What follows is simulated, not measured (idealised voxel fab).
process module | voxel transistor to metal
cross-section cut | 175 nm wide | cells 5 nm
A cross-section is a grid of square cells, given in bands from the top down. A band is one or more rows of cells.
Each band's line starts with the height of the band's top and of its bottom, in nm. Then come its materials from left to right, each with its width in nm. One material with "throughout" fills the band from edge to edge. "air" is empty space.
Height 0 is the level under which the wafer as received is all one material. The lowest band goes on downwards, as in "0 down".
A width such as "30 to 40" changes by the same amount from each row of cells to the next, from the band's top row to its bottom row.
"no change" after a step means that no cell of the cross-section changed.
closed voids: empty space of 8 cells or more with no open way to the top, each as width x height at its distance from the left edge, in nm
after a step's settings: what the simulator itself notes on the step
overlay nm, on a step with a mask: how far to the right of its planned place the mask lay; to the left if negative
plan
1 op RECEIVE | material Si
2 op CONFORMAL_DEP | material SiO2 | thk nm 5
3 op CONFORMAL_DEP | material SiN | thk nm 15
4 op PATTERN | tone cover | mask id ACTIVE | material resist | width nm 105 | thk nm 20 | overlay nm 0
5 op DIRECTIONAL_ETCH | etch materials SiN | depth nm 15
6 op DIRECTIONAL_ETCH | etch materials SiO2 | depth nm 5
7 op DIRECTIONAL_ETCH | etch materials Si | depth nm 25
8 op STRIP | etch materials resist
9 op FILL_DEP | material SiO2 | thk nm 15
10 op CMP | height nm 20
11 op SELECTIVE_ETCH | etch materials SiO2 | depth nm 5
12 op STRIP | etch materials SiN
13 op SELECTIVE_ETCH | etch materials SiO2 | depth nm 5
14 op OXIDIZE | depth nm 5
15 op DIRECTIONAL_DEP | material polySi | thk nm 20
16 op DIRECTIONAL_DEP | material SiCN | thk nm 10
17 op DIRECTIONAL_DEP | material aC | thk nm 15
18 op PATTERN | tone cover | mask id GATE | material resist | width nm 25 | thk nm 30 | overlay nm 0
19 op DIRECTIONAL_ETCH | etch materials aC | depth nm 15
20 op STRIP | etch materials resist
21 op DIRECTIONAL_ETCH | etch materials SiCN | depth nm 20
22 op DIRECTIONAL_ETCH | etch materials polySi | depth nm 30
23 op STRIP | etch materials aC
24 op CONFORMAL_DEP | material SiN | thk nm 5
25 op DIRECTIONAL_ETCH | etch materials SiN | depth nm 5
26 op DIRECTIONAL_ETCH | etch materials SiO2 | depth nm 5
27 op EPI | material SiGe | thk nm 5
28 op FILL_DEP | material SiO2 | thk nm 5
29 op CMP | height nm 20
30 op STRIP | etch materials polySi
31 op SELECTIVE_ETCH | etch materials SiO2 | depth nm 5
32 op CONFORMAL_DEP | material HfO2 | thk nm 5
33 op CONFORMAL_DEP | material TiN | thk nm 5
34 op FILL_DEP | material W | thk nm 5
35 op CMP | height nm 15
36 op DIRECTIONAL_DEP | material SiO2 | thk nm 10
37 op DIRECTIONAL_DEP | material aC | thk nm 15
38 op PATTERN | tone open | mask id CONTACT | material resist | width nm 20 | pitch nm 75 | thk nm 30 | overlay nm 0
39 op DIRECTIONAL_ETCH | etch materials aC | depth nm 15
40 op STRIP | etch materials resist
41 op DIRECTIONAL_ETCH | etch materials SiO2 | depth nm 25
42 op STRIP | etch materials aC
43 op CONFORMAL_DEP | material TiN | thk nm 5
44 op FILL_DEP | material W | thk nm 5
45 op CMP | height nm 25
46 op CONFORMAL_DEP | material SiCN | thk nm 5
47 op DIRECTIONAL_DEP | material lowk | thk nm 15
48 op PATTERN | tone open | mask id METAL_1 | material resist | width nm 20 | pitch nm 75 | thk nm 15 | overlay nm 0
49 op DIRECTIONAL_ETCH | etch materials lowk | depth nm 15
50 op DIRECTIONAL_ETCH | etch materials SiCN | depth nm 5
51 op STRIP | etch materials resist
52 op CONFORMAL_DEP | material TiN | thk nm 5
53 op FILL_DEP | material Ru | thk nm 10
54 op CMP | height nm 45
55 op CONFORMAL_DEP | material SiCN | thk nm 5
56 op DIRECTIONAL_DEP | material lowk | thk nm 25
57 op DIRECTIONAL_DEP | material aC | thk nm 10
58 op PATTERN | tone open | mask id METAL_2 | material resist | width nm 20 | pitch nm 75 | thk nm 25 | overlay nm 0
59 op DIRECTIONAL_ETCH | etch materials aC | depth nm 10
60 op STRIP | etch materials resist
61 op DIRECTIONAL_ETCH | etch materials lowk | depth nm 15
62 op STRIP | etch materials aC
63 op PATTERN | tone open | mask id METAL_2_HOLES | material resist | width nm 15 | pitch nm 75 | thk nm 20 | overlay nm 0
64 op DIRECTIONAL_ETCH | etch materials lowk | depth nm 10
65 op DIRECTIONAL_ETCH | etch materials SiCN | depth nm 5
66 op STRIP | etch materials resist
67 op CONFORMAL_DEP | material TiN | thk nm 5
68 op FILL_DEP | material Ru | thk nm 5
69 op CMP | height nm 75
70 op CONFORMAL_DEP | material SiCN | thk nm 5
first wafer, as planned
as received, after step 1
  0 down: Si throughout
  closed voids: none
after step 2
  5 to 0: SiO2 throughout
  below 0: unchanged
after step 3
  20 to 5: SiN throughout
  below 5: unchanged
after step 4
  40 to 20: air 35 | resist 105 | air 35
  below 20: unchanged
after step 5
  40 to 20: air 35 | resist 105 | air 35
  20 to 5: air 35 | SiN 105 | air 35
  below 5: unchanged
after step 6
  40 to 20: air 35 | resist 105 | air 35
  20 to 5: air 35 | SiN 105 | air 35
  5 to 0: air 35 | SiO2 105 | air 35
  below 0: unchanged
after step 7
  40 to 20: air 35 | resist 105 | air 35
  20 to 5: air 35 | SiN 105 | air 35
  5 to 0: air 35 | SiO2 105 | air 35
  0 to -25: air 35 | Si 105 | air 35
  below -25: unchanged
after step 8
  20 to 5: air 35 | SiN 105 | air 35
  below 5: unchanged
after step 9
  35 to 20: SiO2 throughout
  20 to 5: SiO2 35 | SiN 105 | SiO2 35
  5 to 0: SiO2 throughout
  0 to -25: SiO2 35 | Si 105 | SiO2 35
  below -25: unchanged
after step 10
  20 to 5: SiO2 35 | SiN 105 | SiO2 35
  below 5: unchanged
after step 11
  20 to 15: air 35 | SiN 105 | air 35
  below 15: unchanged
after step 12
  15 to 5: SiO2 35 | air 105 | SiO2 35
  below 5: unchanged
after step 13
  10 to 0: SiO2 30 | air 115 | SiO2 30
  below 0: unchanged
after step 14
  10 to 0: SiO2 30 | air 115 | SiO2 30
  0 to -5: SiO2 throughout
  below -5: unchanged
after step 15
  30 to 20: polySi 30 | air 115 | polySi 30
  20 to 10: polySi throughout
  10 to 0: SiO2 30 | polySi 115 | SiO2 30
  below 0: unchanged
after step 16
  40 to 30: SiCN 30 | air 115 | SiCN 30
  30 to 20: polySi 30 | SiCN 115 | polySi 30
  below 20: unchanged
after step 17
  55 to 45: aC 30 | air 115 | aC 30
  45 to 40: aC throughout
  40 to 30: SiCN 30 | aC 115 | SiCN 30
  below 30: unchanged
after step 18
  85 to 55: air 75 | resist 25 | air 75
  55 to 45: aC 30 | air 45 | resist 25 | air 45 | aC 30
  below 45: unchanged
after step 19
  70 to 45: air 75 | resist 25 | air 75
  45 to 40: air 75 | aC 25 | air 75
  40 to 30: SiCN 30 | air 45 | aC 25 | air 45 | SiCN 30
  below 30: unchanged
after step 20
  45 to 40: air 75 | aC 25 | air 75
  below 40: unchanged
after step 21
  45 to 30: air 75 | aC 25 | air 75
  30 to 20: polySi 30 | air 45 | SiCN 25 | air 45 | polySi 30
  below 20: unchanged
after step 22
  45 to 30: air 75 | aC 25 | air 75
  30 to 20: air 75 | SiCN 25 | air 75
  20 to 10: air 75 | polySi 25 | air 75
  10 to 0: SiO2 30 | air 45 | polySi 25 | air 45 | SiO2 30
  below 0: unchanged
after step 23
  30 to 20: air 75 | SiCN 25 | air 75
  below 20: unchanged
after step 24
  35 to 30: air 70 | SiN 35 | air 70
  30 to 20: air 70 | SiN 5 | SiCN 25 | SiN 5 | air 70
  20 to 15: air 70 | SiN 5 | polySi 25 | SiN 5 | air 70
  15 to 10: SiN 35 | air 35 | SiN 5 | polySi 25 | SiN 5 | air 35 | SiN 35
  10 to 5: SiO2 30 | SiN 5 | air 35 | SiN 5 | polySi 25 | SiN 5 | air 35 | SiN 5 | SiO2 30
  5 to 0: SiO2 30 | SiN 45 | polySi 25 | SiN 45 | SiO2 30
  below 0: unchanged
after step 25
  30 to 20: air 70 | SiN 5 | SiCN 25 | SiN 5 | air 70
  20 to 10: air 70 | SiN 5 | polySi 25 | SiN 5 | air 70
  10 to 0: SiO2 30 | SiN 5 | air 35 | SiN 5 | polySi 25 | SiN 5 | air 35 | SiN 5 | SiO2 30
  below 0: unchanged
after step 26
  30 to 20: air 70 | SiN 5 | SiCN 25 | SiN 5 | air 70
  20 to 10: air 70 | SiN 5 | polySi 25 | SiN 5 | air 70
  10 to 5: air 30 | SiN 5 | air 35 | SiN 5 | polySi 25 | SiN 5 | air 35 | SiN 5 | air 30
  5 to 0: SiO2 30 | SiN 5 | air 35 | SiN 5 | polySi 25 | SiN 5 | air 35 | SiN 5 | SiO2 30
  0 to -5: SiO2 35 | air 35 | SiO2 35 | air 35 | SiO2 35
  below -5: unchanged
after step 27
  30 to 20: air 70 | SiN 5 | SiCN 25 | SiN 5 | air 70
  20 to 10: air 70 | SiN 5 | polySi 25 | SiN 5 | air 70
  10 to 5: air 30 | SiN 5 | air 35 | SiN 5 | polySi 25 | SiN 5 | air 35 | SiN 5 | air 30
  5 to 0: SiO2 30 | SiN 5 | air 35 | SiN 5 | polySi 25 | SiN 5 | air 35 | SiN 5 | SiO2 30
  0 to -5: SiO2 35 | SiGe 35 | SiO2 35 | SiGe 35 | SiO2 35
  below -5: unchanged
after step 28
  35 to 30: SiO2 throughout
  30 to 20: SiO2 70 | SiN 5 | SiCN 25 | SiN 5 | SiO2 70
  20 to 10: SiO2 70 | SiN 5 | polySi 25 | SiN 5 | SiO2 70
  10 to 0: SiO2 30 | SiN 5 | SiO2 35 | SiN 5 | polySi 25 | SiN 5 | SiO2 35 | SiN 5 | SiO2 30
  below 0: unchanged
after step 29
  20 to 10: SiO2 70 | SiN 5 | polySi 25 | SiN 5 | SiO2 70
  below 10: unchanged
after step 30
  20 to 10: SiO2 70 | SiN 5 | air 25 | SiN 5 | SiO2 70
  10 to 0: SiO2 30 | SiN 5 | SiO2 35 | SiN 5 | air 25 | SiN 5 | SiO2 35 | SiN 5 | SiO2 30
  below 0: unchanged
after step 31
  20 to 15: air 70 | SiN 5 | air 25 | SiN 5 | air 70
  15 to 10: SiO2 70 | SiN 5 | air 25 | SiN 5 | SiO2 70
  10 to 0: SiO2 30 | SiN 5 | SiO2 35 | SiN 5 | air 25 | SiN 5 | SiO2 35 | SiN 5 | SiO2 30
  0 to -5: SiO2 35 | SiGe 35 | air 35 | SiGe 35 | SiO2 35
  below -5: unchanged
after step 32
  25 to 20: air 65 | HfO2 15 | air 15 | HfO2 15 | air 65
  20 to 15: HfO2 70 | SiN 5 | HfO2 5 | air 15 | HfO2 5 | SiN 5 | HfO2 70
  15 to 10: SiO2 70 | SiN 5 | HfO2 5 | air 15 | HfO2 5 | SiN 5 | SiO2 70
  10 to 0: SiO2 30 | SiN 5 | SiO2 35 | SiN 5 | HfO2 5 | air 15 | HfO2 5 | SiN 5 | SiO2 35 | SiN 5 | SiO2 30
  0 to -5: SiO2 35 | SiGe 35 | HfO2 35 | SiGe 35 | SiO2 35
  below -5: unchanged
after step 33
  30 to 25: air 60 | TiN 25 | air 5 | TiN 25 | air 60
  25 to 20: TiN 65 | HfO2 15 | TiN 5 | air 5 | TiN 5 | HfO2 15 | TiN 65
  20 to 15: HfO2 70 | SiN 5 | HfO2 5 | TiN 5 | air 5 | TiN 5 | HfO2 5 | SiN 5 | HfO2 70
  15 to 10: SiO2 70 | SiN 5 | HfO2 5 | TiN 5 | air 5 | TiN 5 | HfO2 5 | SiN 5 | SiO2 70
  10 to 5: SiO2 30 | SiN 5 | SiO2 35 | SiN 5 | HfO2 5 | TiN 5 | air 5 | TiN 5 | HfO2 5 | SiN 5 | SiO2 35 | SiN 5 | SiO2 30
  5 to 0: SiO2 30 | SiN 5 | SiO2 35 | SiN 5 | HfO2 5 | TiN 15 | HfO2 5 | SiN 5 | SiO2 35 | SiN 5 | SiO2 30
  below 0: unchanged
after step 34
  35 to 30: W throughout
  30 to 25: W 60 | TiN 25 | W 5 | TiN 25 | W 60
  25 to 20: TiN 65 | HfO2 15 | TiN 5 | W 5 | TiN 5 | HfO2 15 | TiN 65
  20 to 15: HfO2 70 | SiN 5 | HfO2 5 | TiN 5 | W 5 | TiN 5 | HfO2 5 | SiN 5 | HfO2 70
  15 to 10: SiO2 70 | SiN 5 | HfO2 5 | TiN 5 | W 5 | TiN 5 | HfO2 5 | SiN 5 | SiO2 70
  10 to 5: SiO2 30 | SiN 5 | SiO2 35 | SiN 5 | HfO2 5 | TiN 5 | W 5 | TiN 5 | HfO2 5 | SiN 5 | SiO2 35 | SiN 5 | SiO2 30
  below 5: unchanged
after step 35
  15 to 10: SiO2 70 | SiN 5 | HfO2 5 | TiN 5 | W 5 | TiN 5 | HfO2 5 | SiN 5 | SiO2 70
  below 10: unchanged
after step 36
  25 to 15: SiO2 throughout
  below 15: unchanged
after step 37
  40 to 25: aC throughout
  below 25: unchanged
after step 38
  70 to 40: resist 40 | air 20 | resist 55 | air 20 | resist 40
  below 40: unchanged
after step 39
  55 to 40: resist 40 | air 20 | resist 55 | air 20 | resist 40
  40 to 25: aC 40 | air 20 | aC 55 | air 20 | aC 40
  below 25: unchanged
after step 40
  40 to 25: aC 40 | air 20 | aC 55 | air 20 | aC 40
  below 25: unchanged
after step 41
  40 to 25: aC 40 | air 20 | aC 55 | air 20 | aC 40
  25 to 15: SiO2 40 | air 20 | SiO2 55 | air 20 | SiO2 40
  15 to 10: SiO2 40 | air 20 | SiO2 10 | SiN 5 | HfO2 5 | TiN 5 | W 5 | TiN 5 | HfO2 5 | SiN 5 | SiO2 10 | air 20 | SiO2 40
  10 to 5: SiO2 30 | SiN 5 | SiO2 5 | air 20 | SiO2 10 | SiN 5 | HfO2 5 | TiN 5 | W 5 | TiN 5 | HfO2 5 | SiN 5 | SiO2 10 | air 20 | SiO2 5 | SiN 5 | SiO2 30
  5 to 0: SiO2 30 | SiN 5 | SiO2 5 | air 20 | SiO2 10 | SiN 5 | HfO2 5 | TiN 15 | HfO2 5 | SiN 5 | SiO2 10 | air 20 | SiO2 5 | SiN 5 | SiO2 30
  below 0: unchanged
after step 42
  25 to 15: SiO2 40 | air 20 | SiO2 55 | air 20 | SiO2 40
  below 15: unchanged
after step 43
  30 to 25: TiN 45 | air 10 | TiN 65 | air 10 | TiN 45
  25 to 15: SiO2 40 | TiN 5 | air 10 | TiN 5 | SiO2 55 | TiN 5 | air 10 | TiN 5 | SiO2 40
  15 to 10: SiO2 40 | TiN 5 | air 10 | TiN 5 | SiO2 10 | SiN 5 | HfO2 5 | TiN 5 | W 5 | TiN 5 | HfO2 5 | SiN 5 | SiO2 10 | TiN 5 | air 10 | TiN 5 | SiO2 40
  10 to 5: SiO2 30 | SiN 5 | SiO2 5 | TiN 5 | air 10 | TiN 5 | SiO2 10 | SiN 5 | HfO2 5 | TiN 5 | W 5 | TiN 5 | HfO2 5 | SiN 5 | SiO2 10 | TiN 5 | air 10 | TiN 5 | SiO2 5 | SiN 5 | SiO2 30
  5 to 0: SiO2 30 | SiN 5 | SiO2 5 | TiN 20 | SiO2 10 | SiN 5 | HfO2 5 | TiN 15 | HfO2 5 | SiN 5 | SiO2 10 | TiN 20 | SiO2 5 | SiN 5 | SiO2 30
  below 0: unchanged
after step 44
  35 to 30: W throughout
  30 to 25: TiN 45 | W 10 | TiN 65 | W 10 | TiN 45
  25 to 15: SiO2 40 | TiN 5 | W 10 | TiN 5 | SiO2 55 | TiN 5 | W 10 | TiN 5 | SiO2 40
  15 to 10: SiO2 40 | TiN 5 | W 10 | TiN 5 | SiO2 10 | SiN 5 | HfO2 5 | TiN 5 | W 5 | TiN 5 | HfO2 5 | SiN 5 | SiO2 10 | TiN 5 | W 10 | TiN 5 | SiO2 40
  10 to 5: SiO2 30 | SiN 5 | SiO2 5 | TiN 5 | W 10 | TiN 5 | SiO2 10 | SiN 5 | HfO2 5 | TiN 5 | W 5 | TiN 5 | HfO2 5 | SiN 5 | SiO2 10 | TiN 5 | W 10 | TiN 5 | SiO2 5 | SiN 5 | SiO2 30
  below 5: unchanged
after step 45
  25 to 15: SiO2 40 | TiN 5 | W 10 | TiN 5 | SiO2 55 | TiN 5 | W 10 | TiN 5 | SiO2 40
  below 15: unchanged
after step 46
  30 to 25: SiCN throughout
  below 25: unchanged
after step 47
  45 to 30: lowk throughout
  below 30: unchanged
after step 48
  60 to 45: resist 40 | air 20 | resist 55 | air 20 | resist 40
  below 45: unchanged
after step 49
  60 to 45: resist 40 | air 20 | resist 55 | air 20 | resist 40
  45 to 30: lowk 40 | air 20 | lowk 55 | air 20 | lowk 40
  below 30: unchanged
after step 50
  60 to 45: resist 40 | air 20 | resist 55 | air 20 | resist 40
  45 to 30: lowk 40 | air 20 | lowk 55 | air 20 | lowk 40
  30 to 25: SiCN 40 | air 20 | SiCN 55 | air 20 | SiCN 40
  below 25: unchanged
after step 51
  45 to 30: lowk 40 | air 20 | lowk 55 | air 20 | lowk 40
  below 30: unchanged
after step 52
  50 to 45: TiN 45 | air 10 | TiN 65 | air 10 | TiN 45
  45 to 30: lowk 40 | TiN 5 | air 10 | TiN 5 | lowk 55 | TiN 5 | air 10 | TiN 5 | lowk 40
  30 to 25: SiCN 40 | TiN 20 | SiCN 55 | TiN 20 | SiCN 40
  below 25: unchanged
after step 53
  60 to 50: Ru throughout
  50 to 45: TiN 45 | Ru 10 | TiN 65 | Ru 10 | TiN 45
  45 to 30: lowk 40 | TiN 5 | Ru 10 | TiN 5 | lowk 55 | TiN 5 | Ru 10 | TiN 5 | lowk 40
  below 30: unchanged
after step 54
  45 to 30: lowk 40 | TiN 5 | Ru 10 | TiN 5 | lowk 55 | TiN 5 | Ru 10 | TiN 5 | lowk 40
  below 30: unchanged
after step 55
  50 to 45: SiCN throughout
  below 45: unchanged
after step 56
  75 to 50: lowk throughout
  below 50: unchanged
after step 57
  85 to 75: aC throughout
  below 75: unchanged
after step 58
  110 to 85: resist 40 | air 20 | resist 55 | air 20 | resist 40
  below 85: unchanged
after step 59
  100 to 85: resist 40 | air 20 | resist 55 | air 20 | resist 40
  85 to 75: aC 40 | air 20 | aC 55 | air 20 | aC 40
  below 75: unchanged
after step 60
  85 to 75: aC 40 | air 20 | aC 55 | air 20 | aC 40
  below 75: unchanged
after step 61
  85 to 75: aC 40 | air 20 | aC 55 | air 20 | aC 40
  75 to 60: lowk 40 | air 20 | lowk 55 | air 20 | lowk 40
  below 60: unchanged
after step 62
  75 to 60: lowk 40 | air 20 | lowk 55 | air 20 | lowk 40
  below 60: unchanged
after step 63
  95 to 75: resist 40 | air 15 | resist 60 | air 15 | resist 45
  75 to 60: lowk 40 | air 15 | resist 5 | lowk 55 | air 15 | resist 5 | lowk 40
  below 60: unchanged
after step 64
  95 to 75: resist 40 | air 15 | resist 60 | air 15 | resist 45
  75 to 60: lowk 40 | air 15 | resist 5 | lowk 55 | air 15 | resist 5 | lowk 40
  60 to 50: lowk 40 | air 15 | lowk 60 | air 15 | lowk 45
  below 50: unchanged
after step 65
  95 to 75: resist 40 | air 15 | resist 60 | air 15 | resist 45
  75 to 60: lowk 40 | air 15 | resist 5 | lowk 55 | air 15 | resist 5 | lowk 40
  60 to 50: lowk 40 | air 15 | lowk 60 | air 15 | lowk 45
  50 to 45: SiCN 40 | air 15 | SiCN 60 | air 15 | SiCN 45
  below 45: unchanged
after step 66
  75 to 60: lowk 40 | air 20 | lowk 55 | air 20 | lowk 40
  below 60: unchanged
after step 67
  80 to 75: TiN 45 | air 10 | TiN 65 | air 10 | TiN 45
  75 to 65: lowk 40 | TiN 5 | air 10 | TiN 5 | lowk 55 | TiN 5 | air 10 | TiN 5 | lowk 40
  65 to 60: lowk 40 | TiN 5 | air 5 | TiN 10 | lowk 55 | TiN 5 | air 5 | TiN 10 | lowk 40
  60 to 50: lowk 40 | TiN 5 | air 5 | TiN 5 | lowk 60 | TiN 5 | air 5 | TiN 5 | lowk 45
  50 to 45: SiCN 40 | TiN 15 | SiCN 60 | TiN 15 | SiCN 45
  below 45: unchanged
after step 68
  85 to 80: Ru throughout
  80 to 75: TiN 45 | Ru 10 | TiN 65 | Ru 10 | TiN 45
  75 to 65: lowk 40 | TiN 5 | Ru 10 | TiN 5 | lowk 55 | TiN 5 | Ru 10 | TiN 5 | lowk 40
  65 to 60: lowk 40 | TiN 5 | Ru 5 | TiN 10 | lowk 55 | TiN 5 | Ru 5 | TiN 10 | lowk 40
  60 to 50: lowk 40 | TiN 5 | Ru 5 | TiN 5 | lowk 60 | TiN 5 | Ru 5 | TiN 5 | lowk 45
  below 50: unchanged
after step 69
  75 to 65: lowk 40 | TiN 5 | Ru 10 | TiN 5 | lowk 55 | TiN 5 | Ru 10 | TiN 5 | lowk 40
  below 65: unchanged
after step 70
  80 to 75: SiCN throughout
  below 75: unchanged
second wafer: like start, like plan, one mistake. Through step 31 it matches the first wafer
when step 32 should have ended: no change
when step 33 should have ended
  25 to 20: air 65 | TiN 15 | air 15 | TiN 15 | air 65
  20 to 15: TiN 70 | SiN 5 | TiN 5 | air 15 | TiN 5 | SiN 5 | TiN 70
  15 to 10: SiO2 70 | SiN 5 | TiN 5 | air 15 | TiN 5 | SiN 5 | SiO2 70
  10 to 0: SiO2 30 | SiN 5 | SiO2 35 | SiN 5 | TiN 5 | air 15 | TiN 5 | SiN 5 | SiO2 35 | SiN 5 | SiO2 30
  0 to -5: SiO2 35 | SiGe 35 | TiN 35 | SiGe 35 | SiO2 35
  below -5: unchanged
when step 34 should have ended
  30 to 25: W throughout
  25 to 20: W 65 | TiN 15 | W 15 | TiN 15 | W 65
  20 to 15: TiN 70 | SiN 5 | TiN 5 | W 15 | TiN 5 | SiN 5 | TiN 70
  15 to 10: SiO2 70 | SiN 5 | TiN 5 | W 15 | TiN 5 | SiN 5 | SiO2 70
  10 to 0: SiO2 30 | SiN 5 | SiO2 35 | SiN 5 | TiN 5 | W 15 | TiN 5 | SiN 5 | SiO2 35 | SiN 5 | SiO2 30
  below 0: unchanged
when step 35 should have ended
  15 to 10: SiO2 70 | SiN 5 | TiN 5 | W 15 | TiN 5 | SiN 5 | SiO2 70
  below 10: unchanged
when step 36 should have ended
  25 to 15: SiO2 throughout
  below 15: unchanged
when step 37 should have ended
  40 to 25: aC throughout
  below 25: unchanged
when step 38 should have ended
  70 to 40: resist 40 | air 20 | resist 55 | air 20 | resist 40
  below 40: unchanged
when step 39 should have ended
  55 to 40: resist 40 | air 20 | resist 55 | air 20 | resist 40
  40 to 25: aC 40 | air 20 | aC 55 | air 20 | aC 40
  below 25: unchanged
when step 40 should have ended
  40 to 25: aC 40 | air 20 | aC 55 | air 20 | aC 40
  below 25: unchanged
when step 41 should have ended
  40 to 25: aC 40 | air 20 | aC 55 | air 20 | aC 40
  25 to 15: SiO2 40 | air 20 | SiO2 55 | air 20 | SiO2 40
  15 to 10: SiO2 40 | air 20 | SiO2 10 | SiN 5 | TiN 5 | W 15 | TiN 5 | SiN 5 | SiO2 10 | air 20 | SiO2 40
  10 to 0: SiO2 30 | SiN 5 | SiO2 5 | air 20 | SiO2 10 | SiN 5 | TiN 5 | W 15 | TiN 5 | SiN 5 | SiO2 10 | air 20 | SiO2 5 | SiN 5 | SiO2 30
  below 0: unchanged
when step 42 should have ended
  25 to 15: SiO2 40 | air 20 | SiO2 55 | air 20 | SiO2 40
  below 15: unchanged
when step 43 should have ended
  30 to 25: TiN 45 | air 10 | TiN 65 | air 10 | TiN 45
  25 to 15: SiO2 40 | TiN 5 | air 10 | TiN 5 | SiO2 55 | TiN 5 | air 10 | TiN 5 | SiO2 40
  15 to 10: SiO2 40 | TiN 5 | air 10 | TiN 5 | SiO2 10 | SiN 5 | TiN 5 | W 15 | TiN 5 | SiN 5 | SiO2 10 | TiN 5 | air 10 | TiN 5 | SiO2 40
  10 to 5: SiO2 30 | SiN 5 | SiO2 5 | TiN 5 | air 10 | TiN 5 | SiO2 10 | SiN 5 | TiN 5 | W 15 | TiN 5 | SiN 5 | SiO2 10 | TiN 5 | air 10 | TiN 5 | SiO2 5 | SiN 5 | SiO2 30
  5 to 0: SiO2 30 | SiN 5 | SiO2 5 | TiN 20 | SiO2 10 | SiN 5 | TiN 5 | W 15 | TiN 5 | SiN 5 | SiO2 10 | TiN 20 | SiO2 5 | SiN 5 | SiO2 30
  below 0: unchanged
when step 44 should have ended
  35 to 30: W throughout
  30 to 25: TiN 45 | W 10 | TiN 65 | W 10 | TiN 45
  25 to 15: SiO2 40 | TiN 5 | W 10 | TiN 5 | SiO2 55 | TiN 5 | W 10 | TiN 5 | SiO2 40
  15 to 10: SiO2 40 | TiN 5 | W 10 | TiN 5 | SiO2 10 | SiN 5 | TiN 5 | W 15 | TiN 5 | SiN 5 | SiO2 10 | TiN 5 | W 10 | TiN 5 | SiO2 40
  10 to 5: SiO2 30 | SiN 5 | SiO2 5 | TiN 5 | W 10 | TiN 5 | SiO2 10 | SiN 5 | TiN 5 | W 15 | TiN 5 | SiN 5 | SiO2 10 | TiN 5 | W 10 | TiN 5 | SiO2 5 | SiN 5 | SiO2 30
  below 5: unchanged
when step 45 should have ended
  25 to 15: SiO2 40 | TiN 5 | W 10 | TiN 5 | SiO2 55 | TiN 5 | W 10 | TiN 5 | SiO2 40
  below 15: unchanged
when step 46 should have ended
  30 to 25: SiCN throughout
  below 25: unchanged
when step 47 should have ended
  45 to 30: lowk throughout
  below 30: unchanged
when step 48 should have ended
  60 to 45: resist 40 | air 20 | resist 55 | air 20 | resist 40
  below 45: unchanged
when step 49 should have ended
  60 to 45: resist 40 | air 20 | resist 55 | air 20 | resist 40
  45 to 30: lowk 40 | air 20 | lowk 55 | air 20 | lowk 40
  below 30: unchanged
when step 50 should have ended
  60 to 45: resist 40 | air 20 | resist 55 | air 20 | resist 40
  45 to 30: lowk 40 | air 20 | lowk 55 | air 20 | lowk 40
  30 to 25: SiCN 40 | air 20 | SiCN 55 | air 20 | SiCN 40
  below 25: unchanged
when step 51 should have ended
  45 to 30: lowk 40 | air 20 | lowk 55 | air 20 | lowk 40
  below 30: unchanged
when step 52 should have ended
  50 to 45: TiN 45 | air 10 | TiN 65 | air 10 | TiN 45
  45 to 30: lowk 40 | TiN 5 | air 10 | TiN 5 | lowk 55 | TiN 5 | air 10 | TiN 5 | lowk 40
  30 to 25: SiCN 40 | TiN 20 | SiCN 55 | TiN 20 | SiCN 40
  below 25: unchanged
when step 53 should have ended
  60 to 50: Ru throughout
  50 to 45: TiN 45 | Ru 10 | TiN 65 | Ru 10 | TiN 45
  45 to 30: lowk 40 | TiN 5 | Ru 10 | TiN 5 | lowk 55 | TiN 5 | Ru 10 | TiN 5 | lowk 40
  below 30: unchanged
when step 54 should have ended
  45 to 30: lowk 40 | TiN 5 | Ru 10 | TiN 5 | lowk 55 | TiN 5 | Ru 10 | TiN 5 | lowk 40
  below 30: unchanged
when step 55 should have ended
  50 to 45: SiCN throughout
  below 45: unchanged
when step 56 should have ended
  75 to 50: lowk throughout
  below 50: unchanged
when step 57 should have ended
  85 to 75: aC throughout
  below 75: unchanged
when step 58 should have ended
  110 to 85: resist 40 | air 20 | resist 55 | air 20 | resist 40
  below 85: unchanged
when step 59 should have ended
  100 to 85: resist 40 | air 20 | resist 55 | air 20 | resist 40
  85 to 75: aC 40 | air 20 | aC 55 | air 20 | aC 40
  below 75: unchanged
when step 60 should have ended
  85 to 75: aC 40 | air 20 | aC 55 | air 20 | aC 40
  below 75: unchanged
when step 61 should have ended
  85 to 75: aC 40 | air 20 | aC 55 | air 20 | aC 40
  75 to 60: lowk 40 | air 20 | lowk 55 | air 20 | lowk 40
  below 60: unchanged
when step 62 should have ended
  75 to 60: lowk 40 | air 20 | lowk 55 | air 20 | lowk 40
  below 60: unchanged
when step 63 should have ended
  95 to 75: resist 40 | air 15 | resist 60 | air 15 | resist 45
  75 to 60: lowk 40 | air 15 | resist 5 | lowk 55 | air 15 | resist 5 | lowk 40
  below 60: unchanged
when step 64 should have ended
  95 to 75: resist 40 | air 15 | resist 60 | air 15 | resist 45
  75 to 60: lowk 40 | air 15 | resist 5 | lowk 55 | air 15 | resist 5 | lowk 40
  60 to 50: lowk 40 | air 15 | lowk 60 | air 15 | lowk 45
  below 50: unchanged
when step 65 should have ended
  95 to 75: resist 40 | air 15 | resist 60 | air 15 | resist 45
  75 to 60: lowk 40 | air 15 | resist 5 | lowk 55 | air 15 | resist 5 | lowk 40
  60 to 50: lowk 40 | air 15 | lowk 60 | air 15 | lowk 45
  50 to 45: SiCN 40 | air 15 | SiCN 60 | air 15 | SiCN 45
  below 45: unchanged
when step 66 should have ended
  75 to 60: lowk 40 | air 20 | lowk 55 | air 20 | lowk 40
  below 60: unchanged
when step 67 should have ended
  80 to 75: TiN 45 | air 10 | TiN 65 | air 10 | TiN 45
  75 to 65: lowk 40 | TiN 5 | air 10 | TiN 5 | lowk 55 | TiN 5 | air 10 | TiN 5 | lowk 40
  65 to 60: lowk 40 | TiN 5 | air 5 | TiN 10 | lowk 55 | TiN 5 | air 5 | TiN 10 | lowk 40
  60 to 50: lowk 40 | TiN 5 | air 5 | TiN 5 | lowk 60 | TiN 5 | air 5 | TiN 5 | lowk 45
  50 to 45: SiCN 40 | TiN 15 | SiCN 60 | TiN 15 | SiCN 45
  below 45: unchanged
when step 68 should have ended
  85 to 80: Ru throughout
  80 to 75: TiN 45 | Ru 10 | TiN 65 | Ru 10 | TiN 45
  75 to 65: lowk 40 | TiN 5 | Ru 10 | TiN 5 | lowk 55 | TiN 5 | Ru 10 | TiN 5 | lowk 40
  65 to 60: lowk 40 | TiN 5 | Ru 5 | TiN 10 | lowk 55 | TiN 5 | Ru 5 | TiN 10 | lowk 40
  60 to 50: lowk 40 | TiN 5 | Ru 5 | TiN 5 | lowk 60 | TiN 5 | Ru 5 | TiN 5 | lowk 45
  below 50: unchanged
when step 69 should have ended
  75 to 65: lowk 40 | TiN 5 | Ru 10 | TiN 5 | lowk 55 | TiN 5 | Ru 10 | TiN 5 | lowk 40
  below 65: unchanged
when step 70 should have ended
  80 to 75: SiCN throughout
  below 75: unchanged
what went wrong: step 32 was left out
at the end the second wafer has, in cells: 13 fewer of HfO2 | 6 more of TiN | 7 more of W
